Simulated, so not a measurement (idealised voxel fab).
process module | voxel double patterning
cross-section cut | 250 nm wide | cells 5 nm
A cross-section is a grid of square cells, given in bands from the top down. A band is one or more rows of cells.
Each band's line starts with the height of the band's top and of its bottom, in nm. Then come its materials from left to right, each with its width in nm. One material with "throughout" fills the band from edge to edge. "air" is empty space.
Height 0 is the level under which the wafer as received is all one material. The lowest band goes on downwards, as in "0 down".
A width such as "30 to 40" changes by the same amount from each row of cells to the next, from the band's top row to its bottom row.
"no change" after a step means that no cell of the cross-section changed.
closed voids: empty space of 8 cells or more with no open way to the top, each as width x height at its distance from the left edge, in nm
after a step's settings: what the simulator itself notes on the step
overlay nm, on a step with a mask: how far to the right of its planned place the mask lay; to the left if negative
plan
1 op RECEIVE | material Si
2 op CONFORMAL_DEP | material SiO2 | thk nm 5
3 op DIRECTIONAL_DEP | material polySi | thk nm 10
4 op DIRECTIONAL_DEP | material SiCN | thk nm 10
5 op DIRECTIONAL_DEP | material aC | thk nm 10
6 op PATTERN | tone open | mask id FIRST | material resist | width nm 15 | pitch nm 50 | thk nm 25 | overlay nm 0
7 op DIRECTIONAL_ETCH | etch materials aC | depth nm 10
8 op STRIP | etch materials resist
9 op DIRECTIONAL_ETCH | etch materials SiCN | depth nm 10
10 op STRIP | etch materials aC
11 op PATTERN | tone open | mask id SECOND | material resist | width nm 15 | pitch nm 50 | thk nm 20 | overlay nm 0
12 op DIRECTIONAL_ETCH | etch materials SiCN | depth nm 10
13 op STRIP | etch materials resist
14 op DIRECTIONAL_ETCH | etch materials polySi | depth nm 10
15 op STRIP | etch materials SiCN
first wafer, as planned
as received, after step 1
  0 down: Si throughout
  closed voids: none
after step 2
  5 to 0: SiO2 throughout
  below 0: unchanged
after step 3
  15 to 5: polySi throughout
  below 5: unchanged
after step 4
  25 to 15: SiCN throughout
  below 15: unchanged
after step 5
  35 to 25: aC throughout
  below 25: unchanged
after step 6
  60 to 35: resist 65 | air 15 | resist 35 | air 15 | resist 35 | air 15 | resist 70
  below 35: unchanged
after step 7
  50 to 35: resist 65 | air 15 | resist 35 | air 15 | resist 35 | air 15 | resist 70
  35 to 25: aC 65 | air 15 | aC 35 | air 15 | aC 35 | air 15 | aC 70
  below 25: unchanged
after step 8
  35 to 25: aC 65 | air 15 | aC 35 | air 15 | aC 35 | air 15 | aC 70
  below 25: unchanged
after step 9
  35 to 25: aC 65 | air 15 | aC 35 | air 15 | aC 35 | air 15 | aC 70
  25 to 15: SiCN 65 | air 15 | SiCN 35 | air 15 | SiCN 35 | air 15 | SiCN 70
  below 15: unchanged
after step 10
  25 to 15: SiCN 65 | air 15 | SiCN 35 | air 15 | SiCN 35 | air 15 | SiCN 70
  below 15: unchanged
after step 11
  45 to 25: resist 90 | air 15 | resist 35 | air 15 | resist 95
  25 to 15: SiCN 65 | resist 15 | SiCN 35 | resist 15 | SiCN 35 | resist 15 | SiCN 70
  below 15: unchanged
after step 12
  45 to 25: resist 90 | air 15 | resist 35 | air 15 | resist 95
  25 to 15: SiCN 65 | resist 15 | SiCN 10 | air 15 | SiCN 10 | resist 15 | SiCN 10 | air 15 | SiCN 10 | resist 15 | SiCN 70
  below 15: unchanged
after step 13
  25 to 15: SiCN 65 | air 15 | SiCN 10 | air 15 | SiCN 10 | air 15 | SiCN 10 | air 15 | SiCN 10 | air 15 | SiCN 70
  below 15: unchanged
after step 14
  25 to 15: SiCN 65 | air 15 | SiCN 10 | air 15 | SiCN 10 | air 15 | SiCN 10 | air 15 | SiCN 10 | air 15 | SiCN 70
  15 to 5: polySi 65 | air 15 | polySi 10 | air 15 | polySi 10 | air 15 | polySi 10 | air 15 | polySi 10 | air 15 | polySi 70
  below 5: unchanged
after step 15
  15 to 5: polySi 65 | air 15 | polySi 10 | air 15 | polySi 10 | air 15 | polySi 10 | air 15 | polySi 10 | air 15 | polySi 70
  below 5: unchanged
second wafer: like start, like plan, one mistake. Through step 9 it matches the first wafer
when step 10 should have ended
  25 to 15: SiCN 65 | air 15 | SiCN 35 | air 15 | SiCN 35 | air 15 | SiCN 70
  below 15: unchanged
when step 11 should have ended
  45 to 25: resist 90 | air 15 | resist 35 | air 15 | resist 95
  25 to 15: SiCN 65 | resist 15 | SiCN 35 | resist 15 | SiCN 35 | resist 15 | SiCN 70
  below 15: unchanged
when step 12 should have ended
  45 to 25: resist 90 | air 15 | resist 35 | air 15 | resist 95
  25 to 15: SiCN 65 | resist 15 | SiCN 10 | air 15 | SiCN 10 | resist 15 | SiCN 10 | air 15 | SiCN 10 | resist 15 | SiCN 70
  below 15: unchanged
when step 13 should have ended
  25 to 15: SiCN 65 | air 15 | SiCN 10 | air 15 | SiCN 10 | air 15 | SiCN 10 | air 15 | SiCN 10 | air 15 | SiCN 70
  below 15: unchanged
when step 14 should have ended
  25 to 15: SiCN 65 | air 15 | SiCN 10 | air 15 | SiCN 10 | air 15 | SiCN 10 | air 15 | SiCN 10 | air 15 | SiCN 70
  15 to 5: polySi 65 | air 15 | polySi 10 | air 15 | polySi 10 | air 15 | polySi 10 | air 15 | polySi 10 | air 15 | polySi 70
  below 5: unchanged
when step 15 should have ended
  15 to 5: polySi 65 | air 15 | polySi 10 | air 15 | polySi 10 | air 15 | polySi 10 | air 15 | polySi 10 | air 15 | polySi 70
  below 5: unchanged
what went wrong: step 10 was run twice
at the end the two cross-sections are the same: no effect in what this model computes
